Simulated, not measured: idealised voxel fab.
process module | voxel self aligned vias
cross-section cut | 240 nm wide | cells 5 nm
A cross-section is a grid of square cells, given in bands from the top down. A band is one or more rows of cells.
Each band's line starts with the height of the band's top and of its bottom, in nm. Then come its materials from left to right, each with its width in nm. One material with "throughout" fills the band from edge to edge. "air" is empty space.
Height 0 is the level under which the wafer as received is all one material. The lowest band goes on downwards, as in "0 down".
A width such as "30 to 40" changes by the same amount from each row of cells to the next, from the band's top row to its bottom row.
"no change" after a step means that no cell of the cross-section changed.
closed voids: empty space of 8 cells or more with no open way to the top, each as width x height at its distance from the left edge, in nm
after a step's settings: what the simulator itself notes on the step
overlay nm, on a step with a mask: how far to the right of its planned place the mask lay; to the left if negative
Each pair below shows a cross-section before one step and the cross-section after it, down to the lowest band that changed. The line under each pair gives the step between them, with its settings. The pairs can come from different runs of this module on the same starting wafer, so a pair continues from the pair above only where its "before" says so.
before
  0 down: Si throughout
  closed voids: none
after
  10 to 0: SiO2 throughout
  below 0: unchanged
  closed voids: none
the step between: op CONFORMAL_DEP | material SiO2 | thk nm 10
before: the cross-section after the pair above
after
  15 to 10: SiCN throughout
  below 10: unchanged
  closed voids: none
the step between: op CONFORMAL_DEP | material SiCN | thk nm 5
before: the cross-section after the pair above
after
  40 to 15: lowk throughout
  below 15: unchanged
  closed voids: none
the step between: op DIRECTIONAL_DEP | material lowk | thk nm 25
before: the cross-section after the pair above
after
  60 to 40: resist 45 | air 25 | resist 35 | air 25 | resist 35 | air 25 | resist 50
  below 40: unchanged
  closed voids: none
the step between: op PATTERN | tone open | mask id LINES | material resist | width nm 25 | pitch nm 60 | thk nm 20 | overlay nm 0
before: the cross-section after the pair above
after
  60 to 40: resist 45 | air 25 | resist 35 | air 25 | resist 35 | air 25 | resist 50
  40 to 15: lowk 45 | air 25 | lowk 35 | air 25 | lowk 35 | air 25 | lowk 50
  below 15: unchanged
  closed voids: none
the step between: op DIRECTIONAL_ETCH | etch materials lowk | depth nm 25
before: the cross-section after the pair above
after
  40 to 15: lowk 45 | air 25 | lowk 35 | air 25 | lowk 35 | air 25 | lowk 50
  below 15: unchanged
  closed voids: none
the step between: op STRIP | etch materials resist
before: the cross-section after the pair above
after
  45 to 40: TiN 50 | air 15 | TiN 45 | air 15 | TiN 45 | air 15 | TiN 55
  40 to 20: lowk 45 | TiN 5 | air 15 | TiN 5 | lowk 35 | TiN 5 | air 15 | TiN 5 | lowk 35 | TiN 5 | air 15 | TiN 5 | lowk 50
  20 to 15: lowk 45 | TiN 25 | lowk 35 | TiN 25 | lowk 35 | TiN 25 | lowk 50
  below 15: unchanged
  closed voids: none
the step between: op CONFORMAL_DEP | material TiN | thk nm 5
before: the cross-section after the pair above
after
  50 to 45: W throughout
  45 to 40: TiN 50 | W 15 | TiN 45 | W 15 | TiN 45 | W 15 | TiN 55
  40 to 20: lowk 45 | TiN 5 | W 15 | TiN 5 | lowk 35 | TiN 5 | W 15 | TiN 5 | lowk 35 | TiN 5 | W 15 | TiN 5 | lowk 50
  below 20: unchanged
  closed voids: none
the step between: op FILL_DEP | material W | thk nm 5
before: the cross-section after the pair above
after
  40 to 20: lowk 45 | TiN 5 | W 15 | TiN 5 | lowk 35 | TiN 5 | W 15 | TiN 5 | lowk 35 | TiN 5 | W 15 | TiN 5 | lowk 50
  below 20: unchanged
  closed voids: none
the step between: op CMP | height nm 40
before: the cross-section after the pair above
after
  40 to 30: lowk 45 | air 25 | lowk 35 | air 25 | lowk 35 | air 25 | lowk 50
  below 30: unchanged
  closed voids: none
the step between: op SELECTIVE_ETCH | etch materials W Ru TiN | depth nm 10
before: the cross-section after the pair above
after
  50 to 40: SiN throughout
  40 to 30: lowk 45 | SiN 25 | lowk 35 | SiN 25 | lowk 35 | SiN 25 | lowk 50
  below 30: unchanged
  closed voids: none
the step between: op FILL_DEP | material SiN | thk nm 10
before: the cross-section after the pair above
after
  40 to 30: lowk 45 | SiN 25 | lowk 35 | SiN 25 | lowk 35 | SiN 25 | lowk 50
  below 30: unchanged
  closed voids: none
the step between: op CMP | height nm 40
before: the cross-section after the pair above
after
  60 to 40: lowk throughout
  below 40: unchanged
  closed voids: none
the step between: op DIRECTIONAL_DEP | material lowk | thk nm 20
before: the cross-section after the pair above
after
  70 to 60: aC throughout
  below 60: unchanged
  closed voids: none
the step between: op DIRECTIONAL_DEP | material aC | thk nm 10
before: the cross-section after the pair above
after
  100 to 70: resist 35 | air 45 | resist 75 | air 45 | resist 40
  below 70: unchanged
  closed voids: none
the step between: op PATTERN | tone open | mask id VIAS | material resist | width nm 45 | pitch nm 120 | thk nm 30 | overlay nm 0
before: the cross-section after the pair above
after
  90 to 70: resist 35 | air 45 | resist 75 | air 45 | resist 40
  70 to 60: aC 35 | air 45 | aC 75 | air 45 | aC 40
  below 60: unchanged
  closed voids: none
the step between: op DIRECTIONAL_ETCH | etch materials aC | depth nm 10
before: the cross-section after the pair above
after
  70 to 60: aC 35 | air 45 | aC 75 | air 45 | aC 40
  below 60: unchanged
  closed voids: none
the step between: op STRIP | etch materials resist
before: the cross-section after the pair above
after
  70 to 60: aC 35 | air 45 | aC 75 | air 45 | aC 40
  60 to 40: lowk 35 | air 45 | lowk 75 | air 45 | lowk 40
  below 40: unchanged
  closed voids: none
the step between: op DIRECTIONAL_ETCH | etch materials lowk | depth nm 20
before: the cross-section after the pair above
after
  70 to 60: aC 35 | air 45 | aC 75 | air 45 | aC 40
  60 to 40: lowk 35 | air 45 | lowk 75 | air 45 | lowk 40
  40 to 30: lowk 45 | air 25 | lowk 35 | SiN 25 | lowk 35 | air 25 | lowk 50
  below 30: unchanged
  closed voids: none
the step between: op DIRECTIONAL_ETCH | etch materials SiN | depth nm 10
before: the cross-section after the pair above
after
  60 to 40: lowk 35 | air 45 | lowk 75 | air 45 | lowk 40
  below 40: unchanged
  closed voids: none
the step between: op STRIP | etch materials aC
before: the cross-section after the pair above
after
  65 to 60: TiN 40 | air 35 | TiN 85 | air 35 | TiN 45
  60 to 45: lowk 35 | TiN 5 | air 35 | TiN 5 | lowk 75 | TiN 5 | air 35 | TiN 5 | lowk 40
  45 to 40: lowk 35 | TiN 15 | air 15 | TiN 15 | lowk 75 | TiN 15 | air 15 | TiN 15 | lowk 40
  40 to 35: lowk 45 | TiN 5 | air 15 | TiN 5 | lowk 35 | SiN 25 | lowk 35 | TiN 5 | air 15 | TiN 5 | lowk 50
  35 to 30: lowk 45 | TiN 25 | lowk 35 | SiN 25 | lowk 35 | TiN 25 | lowk 50
  below 30: unchanged
  closed voids: none
the step between: op CONFORMAL_DEP | material TiN | thk nm 5
before: the cross-section after the pair above
after
  70 to 65: Cu throughout
  65 to 60: TiN 40 | Cu 35 | TiN 85 | Cu 35 | TiN 45
  60 to 45: lowk 35 | TiN 5 | Cu 35 | TiN 5 | lowk 75 | TiN 5 | Cu 35 | TiN 5 | lowk 40
  45 to 40: lowk 35 | TiN 15 | Cu 15 | TiN 15 | lowk 75 | TiN 15 | Cu 15 | TiN 15 | lowk 40
  40 to 35: lowk 45 | TiN 5 | Cu 15 | TiN 5 | lowk 35 | SiN 25 | lowk 35 | TiN 5 | Cu 15 | TiN 5 | lowk 50
  below 35: unchanged
  closed voids: none
the step between: op FILL_DEP | material Cu | thk nm 5
before: the cross-section after the pair above
after
  60 to 45: lowk 35 | TiN 5 | Cu 35 | TiN 5 | lowk 75 | TiN 5 | Cu 35 | TiN 5 | lowk 40
  below 45: unchanged
  closed voids: none
the step between: op CMP | height nm 60
before: the cross-section after the pair above
after
  65 to 60: SiN throughout
  below 60: unchanged
  closed voids: none
the step between: op CONFORMAL_DEP | material SiN | thk nm 5
before
  10 to 0: SiO2 throughout
  0 down: Si throughout
  closed voids: none
after
  35 to 10: lowk throughout
  below 10: unchanged
  closed voids: none
the step between: op DIRECTIONAL_DEP | material lowk | thk nm 25
before: the cross-section after the pair above
after
  55 to 35: resist 45 | air 25 | resist 35 | air 25 | resist 35 | air 25 | resist 50
  below 35: unchanged
  closed voids: none
the step between: op PATTERN | tone open | mask id LINES | material resist | width nm 25 | pitch nm 60 | thk nm 20 | overlay nm 0
before: the cross-section after the pair above
after
  55 to 35: resist 45 | air 25 | resist 35 | air 25 | resist 35 | air 25 | resist 50
  35 to 10: lowk 45 | air 25 | lowk 35 | air 25 | lowk 35 | air 25 | lowk 50
  below 10: unchanged
  closed voids: none
the step between: op DIRECTIONAL_ETCH | etch materials lowk | depth nm 25
before: the cross-section after the pair above
after
  35 to 10: lowk 45 | air 25 | lowk 35 | air 25 | lowk 35 | air 25 | lowk 50
  below 10: unchanged
  closed voids: none
the step between: op STRIP | etch materials resist
before: the cross-section after the pair above
after
  40 to 35: TiN 50 | air 15 | TiN 45 | air 15 | TiN 45 | air 15 | TiN 55
  35 to 15: lowk 45 | TiN 5 | air 15 | TiN 5 | lowk 35 | TiN 5 | air 15 | TiN 5 | lowk 35 | TiN 5 | air 15 | TiN 5 | lowk 50
  15 to 10: lowk 45 | TiN 25 | lowk 35 | TiN 25 | lowk 35 | TiN 25 | lowk 50
  below 10: unchanged
  closed voids: none
the step between: op CONFORMAL_DEP | material TiN | thk nm 5
before: the cross-section after the pair above
after
  45 to 40: W throughout
  40 to 35: TiN 50 | W 15 | TiN 45 | W 15 | TiN 45 | W 15 | TiN 55
  35 to 15: lowk 45 | TiN 5 | W 15 | TiN 5 | lowk 35 | TiN 5 | W 15 | TiN 5 | lowk 35 | TiN 5 | W 15 | TiN 5 | lowk 50
  below 15: unchanged
  closed voids: none
the step between: op FILL_DEP | material W | thk nm 5
before: the cross-section after the pair above
after
  40 to 35: TiN 50 | W 15 | TiN 45 | W 15 | TiN 45 | W 15 | TiN 55
  below 35: unchanged
  closed voids: none
the step between: op CMP | height nm 40
before: the cross-section after the pair above
after
  35 to 30: lowk 45 | air 25 | lowk 35 | air 25 | lowk 35 | air 25 | lowk 50
  below 30: unchanged
  closed voids: none
the step between: op SELECTIVE_ETCH | etch materials W Ru TiN | depth nm 10
before: the cross-section after the pair above
after
  45 to 35: SiN throughout
  35 to 30: lowk 45 | SiN 25 | lowk 35 | SiN 25 | lowk 35 | SiN 25 | lowk 50
  below 30: unchanged
  closed voids: none
the step between: op FILL_DEP | material SiN | thk nm 10
before: the cross-section after the pair above
after
  40 to 35: SiN throughout
  below 35: unchanged
  closed voids: none
the step between: op CMP | height nm 40
before: the cross-section after the pair above
after
  60 to 40: lowk throughout
  below 40: unchanged
  closed voids: none
the step between: op DIRECTIONAL_DEP | material lowk | thk nm 20
before: the cross-section after the pair above
after
  70 to 60: aC throughout
  below 60: unchanged
  closed voids: none
the step between: op DIRECTIONAL_DEP | material aC | thk nm 10
before: the cross-section after the pair above
after
  100 to 70: resist 35 | air 45 | resist 75 | air 45 | resist 40
  below 70: unchanged
  closed voids: none
the step between: op PATTERN | tone open | mask id VIAS | material resist | width nm 45 | pitch nm 120 | thk nm 30 | overlay nm 0
before: the cross-section after the pair above
after
  90 to 70: resist 35 | air 45 | resist 75 | air 45 | resist 40
  70 to 60: aC 35 | air 45 | aC 75 | air 45 | aC 40
  below 60: unchanged
  closed voids: none
the step between: op DIRECTIONAL_ETCH | etch materials aC | depth nm 10
before: the cross-section after the pair above
after
  70 to 60: aC 35 | air 45 | aC 75 | air 45 | aC 40
  below 60: unchanged
  closed voids: none
the step between: op STRIP | etch materials resist
before: the cross-section after the pair above
after
  70 to 60: aC 35 | air 45 | aC 75 | air 45 | aC 40
  60 to 40: lowk 35 | air 45 | lowk 75 | air 45 | lowk 40
  below 40: unchanged
  closed voids: none
the step between: op DIRECTIONAL_ETCH | etch materials lowk | depth nm 20
before: the cross-section after the pair above
after
  70 to 60: aC 35 | air 45 | aC 75 | air 45 | aC 40
  60 to 40: lowk 35 | air 45 | lowk 75 | air 45 | lowk 40
  40 to 35: SiN 35 | air 45 | SiN 75 | air 45 | SiN 40
  35 to 30: lowk 45 | air 25 | lowk 35 | SiN 25 | lowk 35 | air 25 | lowk 50
  below 30: unchanged
  closed voids: none
the step between: op DIRECTIONAL_ETCH | etch materials SiN | depth nm 10
before: the cross-section after the pair above
after
  60 to 40: lowk 35 | air 45 | lowk 75 | air 45 | lowk 40
  below 40: unchanged
  closed voids: none
the step between: op STRIP | etch materials aC
before: the cross-section after the pair above
after
  65 to 60: TiN 40 | air 35 | TiN 85 | air 35 | TiN 45
  60 to 40: lowk 35 | TiN 5 | air 35 | TiN 5 | lowk 75 | TiN 5 | air 35 | TiN 5 | lowk 40
  40 to 35: SiN 35 | TiN 15 | air 15 | TiN 15 | SiN 75 | TiN 15 | air 15 | TiN 15 | SiN 40
  35 to 30: lowk 45 | TiN 25 | lowk 35 | SiN 25 | lowk 35 | TiN 25 | lowk 50
  below 30: unchanged
  closed voids: none
the step between: op CONFORMAL_DEP | material TiN | thk nm 5
before: the cross-section after the pair above
after
  70 to 65: Cu throughout
  65 to 60: TiN 40 | Cu 35 | TiN 85 | Cu 35 | TiN 45
  60 to 40: lowk 35 | TiN 5 | Cu 35 | TiN 5 | lowk 75 | TiN 5 | Cu 35 | TiN 5 | lowk 40
  40 to 35: SiN 35 | TiN 15 | Cu 15 | TiN 15 | SiN 75 | TiN 15 | Cu 15 | TiN 15 | SiN 40
  below 35: unchanged
  closed voids: none
the step between: op FILL_DEP | material Cu | thk nm 5
before: the cross-section after the pair above
after
  60 to 40: lowk 35 | TiN 5 | Cu 35 | TiN 5 | lowk 75 | TiN 5 | Cu 35 | TiN 5 | lowk 40
  below 40: unchanged
  closed voids: none
the step between: op CMP | height nm 60
before: the cross-section after the pair above
after
  65 to 60: SiN throughout
  below 60: unchanged
  closed voids: none
the step between: op CONFORMAL_DEP | material SiN | thk nm 5
before
  70 to 60: aC 35 | air 45 | aC 75 | air 45 | aC 40
  60 to 40: lowk 35 | air 45 | lowk 75 | air 45 | lowk 40
  40 to 30: lowk 45 | SiN 25 | lowk 35 | SiN 25 | lowk 35 | SiN 25 | lowk 50
  30 to 20: lowk 45 | TiN 5 | W 15 | TiN 5 | lowk 35 | TiN 5 | W 15 | TiN 5 | lowk 35 | TiN 5 | W 15 | TiN 5 | lowk 50
  20 to 15: lowk 45 | TiN 25 | lowk 35 | TiN 25 | lowk 35 | TiN 25 | lowk 50
  15 to 10: SiCN throughout
  10 to 0: SiO2 throughout
  0 down: Si throughout
  closed voids: none
after
  70 to 60: aC 35 | air 45 | aC 75 | air 45 | aC 40
  60 to 40: lowk 35 | air 45 | lowk 75 | air 45 | lowk 40
  40 to 30: lowk 35 | air 10 | SiN 25 | air 10 | lowk 25 | SiN 25 | lowk 25 | air 10 | SiN 25 | air 10 | lowk 40
  30 to 20: lowk 35 | air 10 | TiN 5 | W 15 | TiN 5 | air 10 | lowk 25 | TiN 5 | W 15 | TiN 5 | lowk 25 | air 10 | TiN 5 | W 15 | TiN 5 | air 10 | lowk 40
  below 20: unchanged
  closed voids: none
the step between: op DIRECTIONAL_ETCH | etch materials lowk | depth nm 20
before: the cross-section after the pair above
after
  70 to 60: aC 35 | air 45 | aC 75 | air 45 | aC 40
  60 to 40: lowk 35 | air 45 | lowk 75 | air 45 | lowk 40
  40 to 30: lowk 35 | air 45 | lowk 25 | SiN 25 | lowk 25 | air 45 | lowk 40
  below 30: unchanged
  closed voids: none
the step between: op DIRECTIONAL_ETCH | etch materials SiN | depth nm 10
before: the cross-section after the pair above
after
  60 to 40: lowk 35 | air 45 | lowk 75 | air 45 | lowk 40
  below 40: unchanged
  closed voids: none
the step between: op STRIP | etch materials aC
before: the cross-section after the pair above
after
  65 to 60: TiN 40 | air 35 | TiN 85 | air 35 | TiN 45
  60 to 40: lowk 35 | TiN 5 | air 35 | TiN 5 | lowk 75 | TiN 5 | air 35 | TiN 5 | lowk 40
  40 to 35: lowk 35 | TiN 5 | air 35 | TiN 5 | lowk 25 | SiN 25 | lowk 25 | TiN 5 | air 35 | TiN 5 | lowk 40
  35 to 30: lowk 35 | TiN 45 | lowk 25 | SiN 25 | lowk 25 | TiN 45 | lowk 40
  30 to 20: lowk 35 | TiN 15 | W 15 | TiN 15 | lowk 25 | TiN 5 | W 15 | TiN 5 | lowk 25 | TiN 15 | W 15 | TiN 15 | lowk 40
  below 20: unchanged
  closed voids: none
the step between: op CONFORMAL_DEP | material TiN | thk nm 5
before: the cross-section after the pair above
after
  70 to 65: Cu throughout
  65 to 60: TiN 40 | Cu 35 | TiN 85 | Cu 35 | TiN 45
  60 to 40: lowk 35 | TiN 5 | Cu 35 | TiN 5 | lowk 75 | TiN 5 | Cu 35 | TiN 5 | lowk 40
  40 to 35: lowk 35 | TiN 5 | Cu 35 | TiN 5 | lowk 25 | SiN 25 | lowk 25 | TiN 5 | Cu 35 | TiN 5 | lowk 40
  below 35: unchanged
  closed voids: none
the step between: op FILL_DEP | material Cu | thk nm 5
before: the cross-section after the pair above
after
  60 to 40: lowk 35 | TiN 5 | Cu 35 | TiN 5 | lowk 75 | TiN 5 | Cu 35 | TiN 5 | lowk 40
  below 40: unchanged
  closed voids: none
the step between: op CMP | height nm 60
before: the cross-section after the pair above
after
  65 to 60: SiN throughout
  below 60: unchanged
  closed voids: none
the step between: op CONFORMAL_DEP | material SiN | thk nm 5
before
  0 down: Si throughout
  closed voids: none
after
  5 to 0: SiCN throughout
  below 0: unchanged
  closed voids: none
the step between: op CONFORMAL_DEP | material SiCN | thk nm 5
before: the cross-section after the pair above
after
  15 to 5: SiO2 throughout
  below 5: unchanged
  closed voids: none
the step between: op CONFORMAL_DEP | material SiO2 | thk nm 10
before: the cross-section after the pair above
after
  40 to 15: lowk throughout
  below 15: unchanged
  closed voids: none
the step between: op DIRECTIONAL_DEP | material lowk | thk nm 25
before: the cross-section after the pair above
after
  60 to 40: resist 45 | air 25 | resist 35 | air 25 | resist 35 | air 25 | resist 50
  below 40: unchanged
  closed voids: none
the step between: op PATTERN | tone open | mask id LINES | material resist | width nm 25 | pitch nm 60 | thk nm 20 | overlay nm 0
before: the cross-section after the pair above
after
  60 to 40: resist 45 | air 25 | resist 35 | air 25 | resist 35 | air 25 | resist 50
  40 to 15: lowk 45 | air 25 | lowk 35 | air 25 | lowk 35 | air 25 | lowk 50
  below 15: unchanged
  closed voids: none
the step between: op DIRECTIONAL_ETCH | etch materials lowk | depth nm 25
before: the cross-section after the pair above
after
  40 to 15: lowk 45 | air 25 | lowk 35 | air 25 | lowk 35 | air 25 | lowk 50
  below 15: unchanged
  closed voids: none
the step between: op STRIP | etch materials resist
before: the cross-section after the pair above
after
  45 to 40: TiN 50 | air 15 | TiN 45 | air 15 | TiN 45 | air 15 | TiN 55
  40 to 20: lowk 45 | TiN 5 | air 15 | TiN 5 | lowk 35 | TiN 5 | air 15 | TiN 5 | lowk 35 | TiN 5 | air 15 | TiN 5 | lowk 50
  20 to 15: lowk 45 | TiN 25 | lowk 35 | TiN 25 | lowk 35 | TiN 25 | lowk 50
  below 15: unchanged
  closed voids: none
the step between: op CONFORMAL_DEP | material TiN | thk nm 5
before: the cross-section after the pair above
after
  50 to 45: W throughout
  45 to 40: TiN 50 | W 15 | TiN 45 | W 15 | TiN 45 | W 15 | TiN 55
  40 to 20: lowk 45 | TiN 5 | W 15 | TiN 5 | lowk 35 | TiN 5 | W 15 | TiN 5 | lowk 35 | TiN 5 | W 15 | TiN 5 | lowk 50
  below 20: unchanged
  closed voids: none
the step between: op FILL_DEP | material W | thk nm 5
before: the cross-section after the pair above
after
  40 to 20: lowk 45 | TiN 5 | W 15 | TiN 5 | lowk 35 | TiN 5 | W 15 | TiN 5 | lowk 35 | TiN 5 | W 15 | TiN 5 | lowk 50
  below 20: unchanged
  closed voids: none
the step between: op CMP | height nm 40
before: the cross-section after the pair above
after
  40 to 30: lowk 45 | air 25 | lowk 35 | air 25 | lowk 35 | air 25 | lowk 50
  below 30: unchanged
  closed voids: none
the step between: op SELECTIVE_ETCH | etch materials W Ru TiN | depth nm 10
before: the cross-section after the pair above
after
  50 to 40: SiN throughout
  40 to 30: lowk 45 | SiN 25 | lowk 35 | SiN 25 | lowk 35 | SiN 25 | lowk 50
  below 30: unchanged
  closed voids: none
the step between: op FILL_DEP | material SiN | thk nm 10
before: the cross-section after the pair above
after
  40 to 30: lowk 45 | SiN 25 | lowk 35 | SiN 25 | lowk 35 | SiN 25 | lowk 50
  below 30: unchanged
  closed voids: none
the step between: op CMP | height nm 40
before: the cross-section after the pair above
after
  60 to 40: lowk throughout
  below 40: unchanged
  closed voids: none
the step between: op DIRECTIONAL_DEP | material lowk | thk nm 20
before: the cross-section after the pair above
after
  70 to 60: aC throughout
  below 60: unchanged
  closed voids: none
the step between: op DIRECTIONAL_DEP | material aC | thk nm 10
before: the cross-section after the pair above
after
  100 to 70: resist 35 | air 45 | resist 75 | air 45 | resist 40
  below 70: unchanged
  closed voids: none
the step between: op PATTERN | tone open | mask id VIAS | material resist | width nm 45 | pitch nm 120 | thk nm 30 | overlay nm 0
before: the cross-section after the pair above
after
  90 to 70: resist 35 | air 45 | resist 75 | air 45 | resist 40
  70 to 60: aC 35 | air 45 | aC 75 | air 45 | aC 40
  below 60: unchanged
  closed voids: none
the step between: op DIRECTIONAL_ETCH | etch materials aC | depth nm 10
before: the cross-section after the pair above
after
  70 to 60: aC 35 | air 45 | aC 75 | air 45 | aC 40
  below 60: unchanged
  closed voids: none
the step between: op STRIP | etch materials resist
before: the cross-section after the pair above
after
  70 to 60: aC 35 | air 45 | aC 75 | air 45 | aC 40
  60 to 40: lowk 35 | air 45 | lowk 75 | air 45 | lowk 40
  below 40: unchanged
  closed voids: none
the step between: op DIRECTIONAL_ETCH | etch materials lowk | depth nm 20
before: the cross-section after the pair above
after
  70 to 60: aC 35 | air 45 | aC 75 | air 45 | aC 40
  60 to 40: lowk 35 | air 45 | lowk 75 | air 45 | lowk 40
  40 to 30: lowk 45 | air 25 | lowk 35 | SiN 25 | lowk 35 | air 25 | lowk 50
  below 30: unchanged
  closed voids: none
the step between: op DIRECTIONAL_ETCH | etch materials SiN | depth nm 10
before: the cross-section after the pair above
after
  60 to 40: lowk 35 | air 45 | lowk 75 | air 45 | lowk 40
  below 40: unchanged
  closed voids: none
the step between: op STRIP | etch materials aC
before: the cross-section after the pair above
after
  65 to 60: TiN 40 | air 35 | TiN 85 | air 35 | TiN 45
  60 to 45: lowk 35 | TiN 5 | air 35 | TiN 5 | lowk 75 | TiN 5 | air 35 | TiN 5 | lowk 40
  45 to 40: lowk 35 | TiN 15 | air 15 | TiN 15 | lowk 75 | TiN 15 | air 15 | TiN 15 | lowk 40
  40 to 35: lowk 45 | TiN 5 | air 15 | TiN 5 | lowk 35 | SiN 25 | lowk 35 | TiN 5 | air 15 | TiN 5 | lowk 50
  35 to 30: lowk 45 | TiN 25 | lowk 35 | SiN 25 | lowk 35 | TiN 25 | lowk 50
  below 30: unchanged
  closed voids: none
the step between: op CONFORMAL_DEP | material TiN | thk nm 5
before: the cross-section after the pair above
after
  70 to 65: Cu throughout
  65 to 60: TiN 40 | Cu 35 | TiN 85 | Cu 35 | TiN 45
  60 to 45: lowk 35 | TiN 5 | Cu 35 | TiN 5 | lowk 75 | TiN 5 | Cu 35 | TiN 5 | lowk 40
  45 to 40: lowk 35 | TiN 15 | Cu 15 | TiN 15 | lowk 75 | TiN 15 | Cu 15 | TiN 15 | lowk 40
  40 to 35: lowk 45 | TiN 5 | Cu 15 | TiN 5 | lowk 35 | SiN 25 | lowk 35 | TiN 5 | Cu 15 | TiN 5 | lowk 50
  below 35: unchanged
  closed voids: none
the step between: op FILL_DEP | material Cu | thk nm 5
before: the cross-section after the pair above
after
  60 to 45: lowk 35 | TiN 5 | Cu 35 | TiN 5 | lowk 75 | TiN 5 | Cu 35 | TiN 5 | lowk 40
  below 45: unchanged
  closed voids: none
the step between: op CMP | height nm 60
before: the cross-section after the pair above
after
  65 to 60: SiN throughout
  below 60: unchanged
  closed voids: none
the step between: op CONFORMAL_DEP | material SiN | thk nm 5
before
  60 to 45: lowk 35 | TiN 5 | Cu 35 | TiN 5 | lowk 75 | TiN 5 | Cu 35 | TiN 5 | lowk 40
  45 to 40: lowk 35 | TiN 15 | Cu 15 | TiN 15 | lowk 75 | TiN 15 | Cu 15 | TiN 15 | lowk 40
  40 to 35: lowk 45 | TiN 5 | Cu 15 | TiN 5 | lowk 35 | SiN 25 | lowk 35 | TiN 5 | Cu 15 | TiN 5 | lowk 50
  35 to 30: lowk 45 | TiN 25 | lowk 35 | SiN 25 | lowk 35 | TiN 25 | lowk 50
  30 to 20: lowk 45 | TiN 5 | W 15 | TiN 5 | lowk 35 | TiN 5 | W 15 | TiN 5 | lowk 35 | TiN 5 | W 15 | TiN 5 | lowk 50
  20 to 15: lowk 45 | TiN 25 | lowk 35 | TiN 25 | lowk 35 | TiN 25 | lowk 50
  15 to 10: SiCN throughout
  10 to 0: SiO2 throughout
  0 down: Si throughout
  closed voids: none
after
  75 to 60: SiN throughout
  below 60: unchanged
  closed voids: none
the step between: op CONFORMAL_DEP | material SiN | thk nm 15
before
  70 to 60: aC throughout
  60 to 40: lowk throughout
  40 to 30: lowk 45 | SiN 25 | lowk 35 | SiN 25 | lowk 35 | SiN 25 | lowk 50
  30 to 20: lowk 45 | TiN 5 | W 15 | TiN 5 | lowk 35 | TiN 5 | W 15 | TiN 5 | lowk 35 | TiN 5 | W 15 | TiN 5 | lowk 50
  20 to 15: lowk 45 | TiN 25 | lowk 35 | TiN 25 | lowk 35 | TiN 25 | lowk 50
  15 to 10: SiCN throughout
  10 to 0: SiO2 throughout
  0 down: Si throughout
  closed voids: none
after
  100 to 70: resist 40 | air 40 | resist 80 | air 40 | resist 40
  below 70: unchanged
  closed voids: none
the step between: op PATTERN | tone open | mask id VIAS | material resist | width nm 40 | pitch nm 120 | thk nm 30 | overlay nm 0
before: the cross-section after the pair above
after
  90 to 70: resist 40 | air 40 | resist 80 | air 40 | resist 40
  70 to 60: aC 40 | air 40 | aC 80 | air 40 | aC 40
  below 60: unchanged
  closed voids: none
the step between: op DIRECTIONAL_ETCH | etch materials aC | depth nm 10
before: the cross-section after the pair above
after
  70 to 60: aC 40 | air 40 | aC 80 | air 40 | aC 40
  below 60: unchanged
  closed voids: none
the step between: op STRIP | etch materials resist
before: the cross-section after the pair above
after
  70 to 60: aC 40 | air 40 | aC 80 | air 40 | aC 40
  60 to 40: lowk 40 | air 40 | lowk 80 | air 40 | lowk 40
  below 40: unchanged
  closed voids: none
the step between: op DIRECTIONAL_ETCH | etch materials lowk | depth nm 20
before: the cross-section after the pair above
after
  70 to 60: aC 40 | air 40 | aC 80 | air 40 | aC 40
  60 to 40: lowk 40 | air 40 | lowk 80 | air 40 | lowk 40
  40 to 30: lowk 45 | air 25 | lowk 35 | SiN 25 | lowk 35 | air 25 | lowk 50
  below 30: unchanged
  closed voids: none
the step between: op DIRECTIONAL_ETCH | etch materials SiN | depth nm 10
before: the cross-section after the pair above
after
  60 to 40: lowk 40 | air 40 | lowk 80 | air 40 | lowk 40
  below 40: unchanged
  closed voids: none
the step between: op STRIP | etch materials aC
before: the cross-section after the pair above
after
  65 to 60: TiN 45 | air 30 | TiN 90 | air 30 | TiN 45
  60 to 45: lowk 40 | TiN 5 | air 30 | TiN 5 | lowk 80 | TiN 5 | air 30 | TiN 5 | lowk 40
  45 to 40: lowk 40 | TiN 10 | air 15 | TiN 15 | lowk 80 | TiN 10 | air 15 | TiN 15 | lowk 40
  40 to 35: lowk 45 | TiN 5 | air 15 | TiN 5 | lowk 35 | SiN 25 | lowk 35 | TiN 5 | air 15 | TiN 5 | lowk 50
  35 to 30: lowk 45 | TiN 25 | lowk 35 | SiN 25 | lowk 35 | TiN 25 | lowk 50
  below 30: unchanged
  closed voids: none
the step between: op CONFORMAL_DEP | material TiN | thk nm 5
before: the cross-section after the pair above
after
  70 to 65: Cu throughout
  65 to 60: TiN 45 | Cu 30 | TiN 90 | Cu 30 | TiN 45
  60 to 45: lowk 40 | TiN 5 | Cu 30 | TiN 5 | lowk 80 | TiN 5 | Cu 30 | TiN 5 | lowk 40
  45 to 40: lowk 40 | TiN 10 | Cu 15 | TiN 15 | lowk 80 | TiN 10 | Cu 15 | TiN 15 | lowk 40
  40 to 35: lowk 45 | TiN 5 | Cu 15 | TiN 5 | lowk 35 | SiN 25 | lowk 35 | TiN 5 | Cu 15 | TiN 5 | lowk 50
  below 35: unchanged
  closed voids: none
the step between: op FILL_DEP | material Cu | thk nm 5
before: the cross-section after the pair above
after
  60 to 45: lowk 40 | TiN 5 | Cu 30 | TiN 5 | lowk 80 | TiN 5 | Cu 30 | TiN 5 | lowk 40
  below 45: unchanged
  closed voids: none
the step between: op CMP | height nm 60
before: the cross-section after the pair above
after
  65 to 60: SiN throughout
  below 60: unchanged
  closed voids: none
the step between: op CONFORMAL_DEP | material SiN | thk nm 5
before
  40 to 15: lowk throughout
  15 to 10: SiCN throughout
  10 to 0: SiO2 throughout
  0 down: Si throughout
  closed voids: none
after
  60 to 40: resist 55 | air 25 | resist 35 | air 25 | resist 35 | air 25 | resist 40
  below 40: unchanged
  closed voids: none
the step between: op PATTERN | tone open | mask id LINES | material resist | width nm 25 | pitch nm 60 | thk nm 20 | overlay nm 10
before: the cross-section after the pair above
after
  60 to 40: resist 55 | air 25 | resist 35 | air 25 | resist 35 | air 25 | resist 40
  40 to 15: lowk 55 | air 25 | lowk 35 | air 25 | lowk 35 | air 25 | lowk 40
  below 15: unchanged
  closed voids: none
the step between: op DIRECTIONAL_ETCH | etch materials lowk | depth nm 25
before: the cross-section after the pair above
after
  40 to 15: lowk 55 | air 25 | lowk 35 | air 25 | lowk 35 | air 25 | lowk 40
  below 15: unchanged
  closed voids: none
the step between: op STRIP | etch materials resist
before: the cross-section after the pair above
after
  45 to 40: TiN 60 | air 15 | TiN 45 | air 15 | TiN 45 | air 15 | TiN 45
  40 to 20: lowk 55 | TiN 5 | air 15 | TiN 5 | lowk 35 | TiN 5 | air 15 | TiN 5 | lowk 35 | TiN 5 | air 15 | TiN 5 | lowk 40
  20 to 15: lowk 55 | TiN 25 | lowk 35 | TiN 25 | lowk 35 | TiN 25 | lowk 40
  below 15: unchanged
  closed voids: none
the step between: op CONFORMAL_DEP | material TiN | thk nm 5
